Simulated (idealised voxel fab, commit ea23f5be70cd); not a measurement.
The process module presented herein is designated voxel quadruple lines.
We display cut, a cross-section 285 nm in width whose square cells are each 5 nm.
When this document writes out a cross-section, it uses a grid of square cells and lists it as bands, beginning at the top and moving down, with a band standing for one or more rows of cells. The entry gives the band's vertical extent as a top height and a bottom height in nm, then its horizontal make-up as materials from left to right, each with a width in nm. "blank" stands for empty space; a single material marked "full width" fills the band edge to edge. Basically, 0 is our baseline, since under it the wafer straight out of the box is all one material. The bottom band has no lower end and keeps on going down, so it looks like "0 and below". Quick explanation for "30..40": the width changes in equal steps down the rows of cells, from the first number in the band's top row to the second number in its bottom row. Reading "remains unaltered" for a step: not a cell of the cross-section changed in it. Trapped voids: empty space of 8 cells or more with no open way to the top, each as width x height at its distance from the left edge, in nm. Past the settings on a step's line: simulator remark, on that step. Regarding "overlay nm": on a step with a mask, it is the distance the mask lay to the right of its planned place; a negative value places it to the left.

Planned process steps
| 1 | RECEIVE | material Si |
| 2 | CONFORMAL_DEP | material SiO2 | thk nm 10 |
| 3 | DIRECTIONAL_DEP | material W | thk nm 10 |
| 4 | DIRECTIONAL_DEP | material polySi | thk nm 20 |
| 5 | DIRECTIONAL_DEP | material aC | thk nm 20 |
| 6 | PATTERN | tone cover | mask id MANDREL | material resist | width nm 30 | pitch nm 80 | thk nm 25 | overlay nm 0 |
| 7 | DIRECTIONAL_ETCH | etch materials aC | depth nm 20 |
| 8 | STRIP | etch materials resist |
| 9 | CONFORMAL_DEP | material SiO2 | thk nm 10 |
| 10 | DIRECTIONAL_ETCH | etch materials SiO2 | depth nm 10 |
| 11 | STRIP | etch materials aC |
| 12 | DIRECTIONAL_ETCH | etch materials polySi | depth nm 20 |
| 13 | STRIP | etch materials SiO2 |
| 14 | CONFORMAL_DEP | material SiCN | thk nm 10 |
| 15 | DIRECTIONAL_ETCH | etch materials SiCN | depth nm 10 |
| 16 | STRIP | etch materials polySi |
| 17 | DIRECTIONAL_ETCH | etch materials W | depth nm 10 |
| 18 | STRIP | etch materials SiCN |

Incoming wafer in cross-section (state: after step 1)
  0 and below  Si full width
  Trapped voids: none

Cross-sectional image of the first of two wafers at the end of the module, the run having proceeded as planned
  20 down to 10  blank=65 | W=10 | blank=10 | W=10 | blank=10 | W=10 | blank=10 | W=10 | blank=10 | W=10 | blank=10 | W=10 | blank=10 | W=10 | blank=10 | W=10 | blank=70
  10 down to 0  SiO2 full width
  0 and below  Si full width
  Trapped voids: none

Module end: cross-section of wafer two of two. Same start and process plan as the first wafer. One mistake during execution
  20 down to 10  blank=70 | W=10 | blank=5 | W=10 | blank=10 | W=10 | blank=5 | W=10 | blank=20 | W=10 | blank=5 | W=10 | blank=10 | W=10 | blank=5 | W=10 | blank=75
  10 down to 0  SiO2 full width
  0 and below  Si full width
  Trapped voids: none
Plan not followed: heads up, step 9 didn't go per plan, it actually ran as CONFORMAL_DEP | material SiO2 | thk nm 5
Matching per-material cell counts, mismatched positions: that is how the second wafer compares with the first at the end.
